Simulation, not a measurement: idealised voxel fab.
Name of the process module below: voxel trench capacitor
The cross-section shown here is cut; it is 205 nm wide and divided into square cells measuring 5 nm on a side.
Each cross-section below is a grid of square cells, stated as bands in top-down order, with one or more rows of cells making up each band.
In this notation a band is specified by the heights of its top and bottom, in that order and in nm, after which its materials appear from left to right, each paired with its width in nm. The word "full width" attached to a single material means that material fills the band from edge to edge; the word "air" stands for empty space.
All heights in this document are referenced to 0, defined as the level beneath which the wafer, as received, consists entirely of one material. The lowest band is not bounded below; it extends indefinitely downward and is written in the form "0 and below".
Top row gets the first number, bottom row gets the second, and each row in between changes by the same step: that is how a band width like "30 to 40" works.
Basically "remains unaltered" means that step didn't change any cell in the cross-section.
The label "Fully sealed cavities" introduces a list of the empty spaces, 8 cells or larger, that have no open way up to the top; each entry in it reads width x height at distance, where the distance is taken from the left edge and all three are stated in nm.
On each step's line, the part that comes after the settings is the simulator's own comment on the step.
overlay nm: right-of-plan distance of the mask on a masked step; negative values mean left-of-plan.

Here's what the planned process steps look like
1. RECEIVE (material Si)
2. CONFORMAL_DEP (material SiN; thk nm 10)
3. DIRECTIONAL_DEP (material aC; thk nm 10)
4. PATTERN (tone open; mask id TRENCH; material resist; width nm 15; pitch nm 45; thk nm 25; overlay nm 0)
5. DIRECTIONAL_ETCH (etch materials aC; depth nm 10)
6. STRIP (etch materials resist)
7. DIRECTIONAL_ETCH (etch materials SiN; depth nm 10)
8. DIRECTIONAL_ETCH (etch materials Si; depth nm 40)
9. STRIP (etch materials aC)
10. CONFORMAL_DEP (material Al2O3; thk nm 5)
11. FILL_DEP (material polySi; thk nm 5)
12. CMP (height nm 10)

First wafer out of two, processed as planned

Incoming wafer, cross-sectional view, post step 1
0 and below: Si full width
Fully sealed cavities: none

Take a look at the wafer's cross-section after step 2
10 down to 0: SiN full width
At heights below 0, the structure remains unaltered.

Take a look at the wafer's cross-section after step 3
20 down to 10: aC full width
At heights below 10, the structure remains unaltered.

Take a look at the wafer's cross-section after step 4
45 down to 20: resist (50), then air (15), then resist (30), then air (15), then resist (30), then air (15), then resist (50)
At heights below 20, the structure remains unaltered.

Take a look at the wafer's cross-section after step 5
35 down to 20: resist (50), then air (15), then resist (30), then air (15), then resist (30), then air (15), then resist (50)
20 down to 10: aC (50), then air (15), then aC (30), then air (15), then aC (30), then air (15), then aC (50)
At heights below 10, the structure remains unaltered.

Take a look at the wafer's cross-section after step 6
20 down to 10: aC (50), then air (15), then aC (30), then air (15), then aC (30), then air (15), then aC (50)
At heights below 10, the structure remains unaltered.

Take a look at the wafer's cross-section after step 7
20 down to 10: aC (50), then air (15), then aC (30), then air (15), then aC (30), then air (15), then aC (50)
10 down to 0: SiN (50), then air (15), then SiN (30), then air (15), then SiN (30), then air (15), then SiN (50)
At heights below 0, the structure remains unaltered.

Take a look at the wafer's cross-section after step 8
20 down to 10: aC (50), then air (15), then aC (30), then air (15), then aC (30), then air (15), then aC (50)
10 down to 0: SiN (50), then air (15), then SiN (30), then air (15), then SiN (30), then air (15), then SiN (50)
0 down to -40: Si (50), then air (15), then Si (30), then air (15), then Si (30), then air (15), then Si (50)
At heights below -40, the structure remains unaltered.

Take a look at the wafer's cross-section after step 9
10 down to 0: SiN (50), then air (15), then SiN (30), then air (15), then SiN (30), then air (15), then SiN (50)
At heights below 0, the structure remains unaltered.

Take a look at the wafer's cross-section after step 10
15 down to 10: Al2O3 (55), then air (5), then Al2O3 (40), then air (5), then Al2O3 (40), then air (5), then Al2O3 (55)
10 down to 0: SiN (50), then Al2O3 (5), then air (5), then Al2O3 (5), then SiN (30), then Al2O3 (5), then air (5), then Al2O3 (5), then SiN (30), then Al2O3 (5), then air (5), then Al2O3 (5), then SiN (50)
0 down to -35: Si (50), then Al2O3 (5), then air (5), then Al2O3 (5), then Si (30), then Al2O3 (5), then air (5), then Al2O3 (5), then Si (30), then Al2O3 (5), then air (5), then Al2O3 (5), then Si (50)
-35 down to -40: Si (50), then Al2O3 (15), then Si (30), then Al2O3 (15), then Si (30), then Al2O3 (15), then Si (50)
At heights below -40, the structure remains unaltered.

Take a look at the wafer's cross-section after step 11
20 down to 15: polySi full width
15 down to 10: Al2O3 (55), then polySi (5), then Al2O3 (40), then polySi (5), then Al2O3 (40), then polySi (5), then Al2O3 (55)
10 down to 0: SiN (50), then Al2O3 (5), then polySi (5), then Al2O3 (5), then SiN (30), then Al2O3 (5), then polySi (5), then Al2O3 (5), then SiN (30), then Al2O3 (5), then polySi (5), then Al2O3 (5), then SiN (50)
0 down to -35: Si (50), then Al2O3 (5), then polySi (5), then Al2O3 (5), then Si (30), then Al2O3 (5), then polySi (5), then Al2O3 (5), then Si (30), then Al2O3 (5), then polySi (5), then Al2O3 (5), then Si (50)
At heights below -35, the structure remains unaltered.

Take a look at the wafer's cross-section after step 12
10 down to 0: SiN (50), then Al2O3 (5), then polySi (5), then Al2O3 (5), then SiN (30), then Al2O3 (5), then polySi (5), then Al2O3 (5), then SiN (30), then Al2O3 (5), then polySi (5), then Al2O3 (5), then SiN (50)
At heights below 0, the structure remains unaltered.

Wafer two: like wafer one in start and plan, but with one mistake in execution; identical up to and including step 10

Second wafer, cross-section, planned end of step 11
25 down to 15: polySi full width
15 down to 10: Al2O3 (55), then polySi (5), then Al2O3 (40), then polySi (5), then Al2O3 (40), then polySi (5), then Al2O3 (55)
10 down to 0: SiN (50), then Al2O3 (5), then polySi (5), then Al2O3 (5), then SiN (30), then Al2O3 (5), then polySi (5), then Al2O3 (5), then SiN (30), then Al2O3 (5), then polySi (5), then Al2O3 (5), then SiN (50)
0 down to -35: Si (50), then Al2O3 (5), then polySi (5), then Al2O3 (5), then Si (30), then Al2O3 (5), then polySi (5), then Al2O3 (5), then Si (30), then Al2O3 (5), then polySi (5), then Al2O3 (5), then Si (50)
At heights below -35, the structure remains unaltered.

Second wafer, cross-section, planned end of step 12
10 down to 0: SiN (50), then Al2O3 (5), then polySi (5), then Al2O3 (5), then SiN (30), then Al2O3 (5), then polySi (5), then Al2O3 (5), then SiN (30), then Al2O3 (5), then polySi (5), then Al2O3 (5), then SiN (50)
At heights below 0, the structure remains unaltered.
Misprocessing identified: twice over, step 11 of the plan was run
At process end the two wafers are indistinguishable in cross-section, so the error does not change what this model computes.
